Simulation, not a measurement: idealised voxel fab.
Process module in this document: voxel released beams
The cross-section shown here is cut; it is 180 nm wide and divided into square cells measuring 5 nm on a side.
Cross-section layout: square cells on a grid; listed as bands, top to bottom; a band spans one or more cell rows. For a band, the entry starts with two heights in nm, that of the top and then that of the bottom, and carries on with the band's materials in order from left to right, each alongside its width in nm; the word "everywhere" beside a single material means it fills the band edge to edge, and "empty" means empty space. Zero point of the height axis is 0; under it, received wafer = one material. Lowest band: continues down indefinitely, "0 down". A width such as "30 to 40" changes by the same amount from each row of cells to the next, from the band's top row to its bottom row. Any step labelled "remains unaltered" changed none of the cells in the cross-section. Heads up: "Fully sealed cavities" only lists the empty pockets with no open path to the top that are 8 cells or more, and it writes them as width x height at distance, distance from the left edge, in nm. Step line, after settings: the simulator's comment on this step. overlay nm, on a step with a mask: how far to the right of its planned place the mask lay; to the left if negative.

The following list gives the planned process steps:
1: RECEIVE: material Si
2: CONFORMAL_DEP: material SiN, thk nm 5
3: DIRECTIONAL_DEP: material SiO2, thk nm 15
4: DIRECTIONAL_DEP: material aC, thk nm 15
5: PATTERN: tone open, mask id ANCHOR, material resist, width nm 25, thk nm 30, overlay nm 0
6: DIRECTIONAL_ETCH: etch materials aC, depth nm 15
7: STRIP: etch materials resist
8: DIRECTIONAL_ETCH: etch materials SiO2, depth nm 15
9: STRIP: etch materials aC
10: CONFORMAL_DEP: material polySi, thk nm 10
11: DIRECTIONAL_DEP: material aC, thk nm 15
12: PATTERN: tone cover, mask id BEAM, material resist, width nm 110, thk nm 30, overlay nm 0
13: DIRECTIONAL_ETCH: etch materials aC, depth nm 15
14: STRIP: etch materials resist
15: DIRECTIONAL_ETCH: etch materials polySi, depth nm 10
16: STRIP: etch materials aC
17: STRIP: etch materials SiO2

The cross-section here shows the wafer as received, i.e. in its state after step 1:
    0 down | Si everywhere
    Fully sealed cavities: none

Post-module cross-section of the first of two wafers (run per plan):
    30 to 20 | empty 30 nm; polySi 15 nm; empty 5 nm; polySi 90 nm; empty 40 nm
    20 to 15 | empty 35 nm; polySi 10 nm; empty 5 nm; polySi 10 nm; empty 120 nm
    15 to 5 | empty 35 nm; polySi 25 nm; empty 120 nm
    5 to 0 | SiN everywhere
    0 down | Si everywhere
    Fully sealed cavities: none

The second wafer, shown in cross-section after the module: started the same way as the first and given the same plan, yet one mistake crept into how it was run:
    10 to 0 | empty 30 nm; polySi 110 nm; empty 40 nm
    0 down | Si everywhere
    Fully sealed cavities: none
Run error: off-plan run, step 9, actual operation and settings STRIP: etch materials SiN
The closing comparison, in cells, has the second wafer with more or fewer of some materials than the first: 36 fewer of SiN | 12 fewer of polySi
